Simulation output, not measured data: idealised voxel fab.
voxel fin reveal: a process module
Square cell edge 5 nm, section width 285 nm, ID cut.
Just so we're on the same page, the cross-sections are grids of square cells, and they're listed out in bands top to bottom, each band one or more rows deep. Within each band entry, the heights of the top and of the bottom of the band appear first, in that order and in nm; the materials of the band then follow from left to right, each with its corresponding width in nm. The designation "edge to edge" on a single material indicates that it fills the band from edge to edge; the designation "empty" indicates empty space. The level at which height equals 0 is the one under which the wafer, as it arrives, is entirely one material. No lower edge exists for the bottom band, which continues downward and is notated as in "z 0 and below". Per-row width for "30..40": begins at first number (top row of band), ends at second number (bottom row), increment between rows held constant. "nothing changed" for a step: no cell of the cross-section changed in that step. This entry, "Closed void roster", enumerates those empty regions of no fewer than 8 cells that possess no open connection to the top. Each region is reported in the form width x height at distance, the distance being taken from the left edge, with all three quantities expressed in nm. Note: text after step settings on the step line = simulator remark on that step. A step's line can hold "overlay nm"; with a mask on that step, the setting says how far right of the planned place the mask lay, while a negative setting says it lay to the left.

Steps in the process plan
step 1: RECEIVE (material Si)
step 2: CONFORMAL_DEP (material SiN; thk nm 10)
step 3: MASKED_ETCH (tone cover; mask id FINS; width nm 15; pitch nm 40; etch materials SiN; depth nm 10; overlay nm -15)
step 4: MASKED_ETCH (tone cover; mask id FINS; width nm 15; pitch nm 40; etch materials Si; depth nm 35; overlay nm 0)
step 5: FILL_DEP (material SiO2; thk nm 10)
step 6: CMP (height nm 10)
step 7: SELECTIVE_ETCH (etch materials SiO2; depth nm 20)
step 8: STRIP (etch materials SiN)
step 9: CONFORMAL_DEP (material SiO2; thk nm 5)
Across this set of wafers, the varied parameter is the overlay nm of step 3. Starting conditions are identical for every wafer, and the plan reports the value assigned to the first wafer.

As-received cross-section, first of several wafers, post step 1
z 0 and below = Si edge to edge
Closed void roster: none

Tabulated below, wafer by wafer, are the end-of-module results: for each material, the number of cells gained (+) or lost (-) relative to the as-received state, followed by the closed voids
overlay nm -15, -273 Si, +264 SiO2, Closed void roster: none
overlay nm -10, -294 Si, +279 SiO2, Closed void roster: none
overlay nm -5, -315 Si, +294 SiO2, Closed void roster: none
overlay nm 0, -336 Si, +309 SiO2, Closed void roster: none
overlay nm 5, -315 Si, +294 SiO2, Closed void roster: none
overlay nm 10, -294 Si, +279 SiO2, Closed void roster: none
overlay nm 15, -273 Si, +264 SiO2, Closed void roster: none
